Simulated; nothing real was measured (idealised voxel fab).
process module | voxel self aligned contacts
cross-section cut | 230 nm wide | cells 5 nm
A cross-section is a grid of square cells, given in bands from the top down. A band is one or more rows of cells.
Each band's line starts with the height of the band's top and of its bottom, in nm. Then come its materials from left to right, each with its width in nm. One material with "throughout" fills the band from edge to edge. "air" is empty space.
Height 0 is the level under which the wafer as received is all one material. The lowest band goes on downwards, as in "0 down".
A width such as "30 to 40" changes by the same amount from each row of cells to the next, from the band's top row to its bottom row.
"no change" after a step means that no cell of the cross-section changed.
closed voids: empty space of 8 cells or more with no open way to the top, each as width x height at its distance from the left edge, in nm
after a step's settings: what the simulator itself notes on the step
overlay nm, on a step with a mask: how far to the right of its planned place the mask lay; to the left if negative
plan
1 op RECEIVE | material Si
2 op CONFORMAL_DEP | material SiO2 | thk nm 5
3 op DIRECTIONAL_DEP | material polySi | thk nm 20
4 op DIRECTIONAL_DEP | material SiN | thk nm 15
5 op DIRECTIONAL_DEP | material aC | thk nm 15
6 op PATTERN | tone cover | mask id GATE | material resist | width nm 25 | pitch nm 50 | thk nm 30 | overlay nm 0
7 op DIRECTIONAL_ETCH | etch materials aC | depth nm 15
8 op STRIP | etch materials resist
9 op DIRECTIONAL_ETCH | etch materials SiN | depth nm 15
10 op DIRECTIONAL_ETCH | etch materials polySi | depth nm 20
11 op STRIP | etch materials aC
12 op CONFORMAL_DEP | material SiN | thk nm 5
13 op DIRECTIONAL_ETCH | etch materials SiN | depth nm 5
14 op FILL_DEP | material SiO2 | thk nm 15
15 op CMP | height nm 50
16 op PATTERN | tone open | mask id CONTACT | material resist | width nm 35 | thk nm 15 | overlay nm 0
17 op DIRECTIONAL_ETCH | etch materials SiO2 | depth nm 50
18 op STRIP | etch materials resist
19 op CONFORMAL_DEP | material TiN | thk nm 5
20 op FILL_DEP | material Ru | thk nm 10
21 op CMP | height nm 50
22 op CONFORMAL_DEP | material SiN | thk nm 5
as received, after step 1
  0 down: Si throughout
  closed voids: none
first wafer at the end, as planned
  55 to 50: SiN throughout
  50 to 40: SiO2 95 | TiN 5 to 15 | Ru 25 to 5 | TiN 5 to 15 | SiO2 100
  40 to 25: SiO2 70 | SiN 35 | TiN 5 | Ru 5 | TiN 5 | SiN 35 | SiO2 75
  25 to 5: SiO2 70 | SiN 5 | polySi 25 | SiN 5 | TiN 5 | Ru 5 | TiN 5 | SiN 5 | polySi 25 | SiN 5 | SiO2 75
  5 to 0: SiO2 105 | TiN 15 | SiO2 110
  0 down: Si throughout
  closed voids: none
second wafer at the end: like start, like plan, one mistake
  55 to 50: SiN throughout
  50 to 40: SiO2 95 | TiN 5 to 15 | Ru 25 to 5 | TiN 5 to 15 | SiO2 100
  40 to 25: SiO2 70 | SiN 35 | TiN 5 | Ru 5 | TiN 5 | SiN 35 | SiO2 75
  25 to 20: SiO2 105 | TiN 15 | SiO2 110
  20 to 0: polySi throughout
  0 down: Si throughout
  closed voids: none
what went wrong: steps 2 and 3 were swapped
at the end the second wafer has, in cells: 4 fewer of Ru | 16 fewer of SiN | 116 fewer of SiO2 | 8 fewer of TiN | 144 more of polySi
